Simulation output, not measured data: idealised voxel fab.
process module | voxel local oxidation
cross-section cut | 170 nm wide | cells 5 nm
A cross-section is a grid of square cells, given in bands from the top down. A band is one or more rows of cells.
Each band's line starts with the height of the band's top and of its bottom, in nm. Then come its materials from left to right, each with its width in nm. One material with "throughout" fills the band from edge to edge. "air" is empty space.
Height 0 is the level under which the wafer as received is all one material. The lowest band goes on downwards, as in "0 down".
A width such as "30 to 40" changes by the same amount from each row of cells to the next, from the band's top row to its bottom row.
"no change" after a step means that no cell of the cross-section changed.
closed voids: empty space of 8 cells or more with no open way to the top, each as width x height at its distance from the left edge, in nm
after a step's settings: what the simulator itself notes on the step
overlay nm, on a step with a mask: how far to the right of its planned place the mask lay; to the left if negative
plan
1 op RECEIVE | material Si
2 op CONFORMAL_DEP | material SiO2 | thk nm 5
3 op CONFORMAL_DEP | material SiN | thk nm 15
4 op DIRECTIONAL_DEP | material aC | thk nm 15
5 op PATTERN | tone cover | mask id ACTIVE | material resist | width nm 100 | thk nm 30 | overlay nm 0
6 op DIRECTIONAL_ETCH | etch materials aC | depth nm 15
7 op STRIP | etch materials resist
8 op DIRECTIONAL_ETCH | etch materials SiN | depth nm 15
9 op STRIP | etch materials aC
10 op SELECTIVE_ETCH | etch materials SiO2 | depth nm 5
11 op OXIDIZE | depth nm 10
12 op STRIP | etch materials SiN
as received, after step 1
  0 down: Si throughout
  closed voids: none
first wafer at the end, as planned
  5 to 0: air 40 | SiO2 90 | air 40
  0 to -10: SiO2 50 | Si 70 | SiO2 50
  -10 down: Si throughout
  closed voids: none
second wafer at the end: like start, like plan, one mistake
  0 to -10: SiO2 45 | Si 80 | SiO2 45
  -10 down: Si throughout
  closed voids: none
what went wrong: step 2 was left out
at the end the second wafer has, in cells: 4 more of Si | 22 fewer of SiO2
